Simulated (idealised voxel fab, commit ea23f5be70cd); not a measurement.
Documented hereafter: the process module known as voxel transistor to metal.
Cross-section cut: width 270 nm, square cells of 5 nm.
For the purposes of this document, a cross-section shall be understood as a grid of square cells, specified as bands listed in top-to-bottom order, each band consisting of one or more rows of cells.
Look at the band entry: it leads with the top's height and the bottom's height in nm. Then it lists the materials left to right, with a width in nm for each. The word "edge to edge" on a single material says that material fills the band edge to edge. The word "air" is empty space.
Convention: height 0 is the level below which the wafer, as received, is all one material. The lowest band does not terminate at the bottom but continues downward, represented as "from 0 down".
Note: "30 to 40" means the width goes from the first number (top row of the band) to the second number (bottom row) in equal steps per row of cells.
Where the words "nothing got changed" appear for a step, the cross-section shows no cell changed by that step; every cell remained as before.
"Enclosed void inventory" lists enclosed empty spaces (at least 8 cells, no open path upward to the top), each as width x height at distance from the left edge, in nm.
Post-settings text on a step line: simulator's own remark regarding the step.
"overlay nm" denotes, for a step that has a mask, the displacement of the mask to the right of its planned place, with negative values corresponding to the left.
Set out below are the planned steps of the process:
1,RECEIVE with material Si
2,OXIDIZE with depth nm 5
3,CONFORMAL_DEP with material SiN, thk nm 10
4,MASKED_ETCH with tone cover, mask id ACTIVE, width nm 110, pitch nm 130, etch materials SiN, depth nm 10, overlay nm 0
5,MASKED_ETCH with tone cover, mask id ACTIVE, width nm 110, pitch nm 130, etch materials SiO2, depth nm 5, overlay nm 0
6,MASKED_ETCH with tone cover, mask id ACTIVE, width nm 110, pitch nm 130, etch materials Si, depth nm 20, overlay nm 0
7,FILL_DEP with material SiO2, thk nm 5
8,CMP with height nm 10
9,SELECTIVE_ETCH with etch materials SiO2, depth nm 5
10,STRIP with etch materials SiN
11,SELECTIVE_ETCH with etch materials SiO2, depth nm 5
12,OXIDIZE with depth nm 5
13,DIRECTIONAL_DEP with material polySi, thk nm 25
14,DIRECTIONAL_DEP with material SiCN, thk nm 10
15,PATTERN with tone cover, mask id GATE, material resist, width nm 20, pitch nm 130, thk nm 20, overlay nm 0
16,DIRECTIONAL_ETCH with etch materials SiCN, depth nm 20
17,DIRECTIONAL_ETCH with etch materials polySi, depth nm 35
18,STRIP with etch materials resist
19,CONFORMAL_DEP with material SiN, thk nm 5
20,DIRECTIONAL_ETCH with etch materials SiN, depth nm 5
21,DIRECTIONAL_ETCH with etch materials SiO2, depth nm 5
22,EPI with material SiGe, thk nm 5
23,FILL_DEP with material SiO2, thk nm 10
24,CMP with height nm 30
25,DIRECTIONAL_DEP with material SiO2, thk nm 10
26,PATTERN with tone open, mask id CONTACT, material resist, width nm 30, thk nm 20, overlay nm 0
27,DIRECTIONAL_ETCH with etch materials SiO2, depth nm 45
28,STRIP with etch materials resist
29,CONFORMAL_DEP with material TiN, thk nm 5
30,FILL_DEP with material Ru, thk nm 10
31,CMP with height nm 40
32,DIRECTIONAL_DEP with material TiN, thk nm 5
33,DIRECTIONAL_DEP with material W, thk nm 15
34,PATTERN with tone cover, mask id METAL_1, material resist, width nm 20, thk nm 15, overlay nm 0
35,DIRECTIONAL_ETCH with etch materials W, depth nm 15
36,DIRECTIONAL_ETCH with etch materials TiN, depth nm 5
37,STRIP with etch materials resist
38,CONFORMAL_DEP with material SiN, thk nm 5
39,FILL_DEP with material SiO2, thk nm 5
40,CMP with height nm 60
41,CONFORMAL_DEP with material SiN, thk nm 5
As received (post step 1): cross-section:
from 0 down = Si edge to edge
Enclosed void inventory: none
The first of two wafers, cross-sectioned at the end of the module, with the run proceeding as planned:
from 65 to 60 = SiN edge to edge
from 60 to 45 = SiO2 (20) / SiN (5) / W (20) / SiN (5) / SiO2 (40) / SiN (5) / W (20) / SiN (5) / SiO2 (30) / SiN (5) / W (20) / SiN (5) / SiO2 (40) / SiN (5) / W (20) / SiN (5) / SiO2 (20)
from 45 to 40 = SiN (25) / TiN (20) / SiN (50) / TiN (20) / SiN (40) / TiN (20) / SiN (50) / TiN (20) / SiN (25)
from 40 to 30 = SiO2 (25) / TiN (5) / Ru (20) / TiN (5) / SiO2 (30) / TiN (5) / Ru (20) / TiN (5) / SiO2 (40) / TiN (5) / Ru (20) / TiN (5) / SiO2 (30) / TiN (5) / Ru (20) / TiN (5) / SiO2 (25)
from 30 to 20 = SiO2 (25) / TiN (5) / Ru (20) / TiN (5) / SiN (5) / SiCN (20) / SiN (5) / TiN (5) / Ru (20) / TiN (5) / SiO2 (40) / TiN (5) / Ru (20) / TiN (5) / SiN (5) / SiCN (20) / SiN (5) / TiN (5) / Ru (20) / TiN (5) / SiO2 (25)
from 20 to 0 = SiO2 (25) / TiN (5) / Ru (20) / TiN (5) / SiN (5) / polySi (20) / SiN (5) / TiN (5) / Ru (20) / TiN (5) / SiO2 (40) / TiN (5) / Ru (20) / TiN (5) / SiN (5) / polySi (20) / SiN (5) / TiN (5) / Ru (20) / TiN (5) / SiO2 (25)
from 0 to -5 = SiO2 (10) / SiN (5) / SiO2 (10) / TiN (30) / SiN (5) / polySi (20) / SiN (5) / TiN (30) / SiO2 (10) / SiN (5) / SiO2 (10) / SiN (5) / SiO2 (10) / TiN (30) / SiN (5) / polySi (20) / SiN (5) / TiN (30) / SiO2 (10) / SiN (5) / SiO2 (10)
from -5 to -10 = SiO2 (15) / SiGe (40) / SiO2 (30) / SiGe (40) / SiO2 (20) / SiGe (40) / SiO2 (30) / SiGe (40) / SiO2 (15)
from -10 to -25 = SiO2 (15) / Si (110) / SiO2 (20) / Si (110) / SiO2 (15)
from -25 down = Si edge to edge
Enclosed void inventory: none
Cross-sectional view of the second of two wafers upon completion of the module. This wafer shared its starting condition and process plan with the first; one error was made during its execution:
from 65 to 60 = SiN edge to edge
from 60 to 55 = SiN (25) / TiN (20) / SiN (50) / TiN (20) / SiN (40) / TiN (20) / SiN (50) / TiN (20) / SiN (25)
from 55 to 45 = Ru edge to edge
from 45 to 40 = TiN (30) / Ru (20) / TiN (40) / Ru (20) / TiN (50) / Ru (20) / TiN (40) / Ru (20) / TiN (30)
from 40 to 30 = SiO2 (25) / TiN (5) / Ru (20) / TiN (5) / SiO2 (30) / TiN (5) / Ru (20) / TiN (5) / SiO2 (40) / TiN (5) / Ru (20) / TiN (5) / SiO2 (30) / TiN (5) / Ru (20) / TiN (5) / SiO2 (25)
from 30 to 20 = SiO2 (25) / TiN (5) / Ru (20) / TiN (5) / SiN (5) / SiCN (20) / SiN (5) / TiN (5) / Ru (20) / TiN (5) / SiO2 (40) / TiN (5) / Ru (20) / TiN (5) / SiN (5) / SiCN (20) / SiN (5) / TiN (5) / Ru (20) / TiN (5) / SiO2 (25)
from 20 to 0 = SiO2 (25) / TiN (5) / Ru (20) / TiN (5) / SiN (5) / polySi (20) / SiN (5) / TiN (5) / Ru (20) / TiN (5) / SiO2 (40) / TiN (5) / Ru (20) / TiN (5) / SiN (5) / polySi (20) / SiN (5) / TiN (5) / Ru (20) / TiN (5) / SiO2 (25)
from 0 to -5 = SiO2 (10) / SiN (5) / SiO2 (10) / TiN (30) / SiN (5) / polySi (20) / SiN (5) / TiN (30) / SiO2 (10) / SiN (5) / SiO2 (10) / SiN (5) / SiO2 (10) / TiN (30) / SiN (5) / polySi (20) / SiN (5) / TiN (30) / SiO2 (10) / SiN (5) / SiO2 (10)
from -5 to -10 = SiO2 (15) / SiGe (40) / SiO2 (30) / SiGe (40) / SiO2 (20) / SiGe (40) / SiO2 (30) / SiGe (40) / SiO2 (15)
from -10 to -25 = SiO2 (15) / Si (110) / SiO2 (20) / Si (110) / SiO2 (15)
from -25 down = Si edge to edge
Enclosed void inventory: none
Deviation noted in wafer processing: step 31 of the plan got skipped, so it never ran
at the end the second wafer has, in cells: 124 more of Ru; 24 fewer of SiN; 90 fewer of SiO2; 38 more of TiN; 48 fewer of W
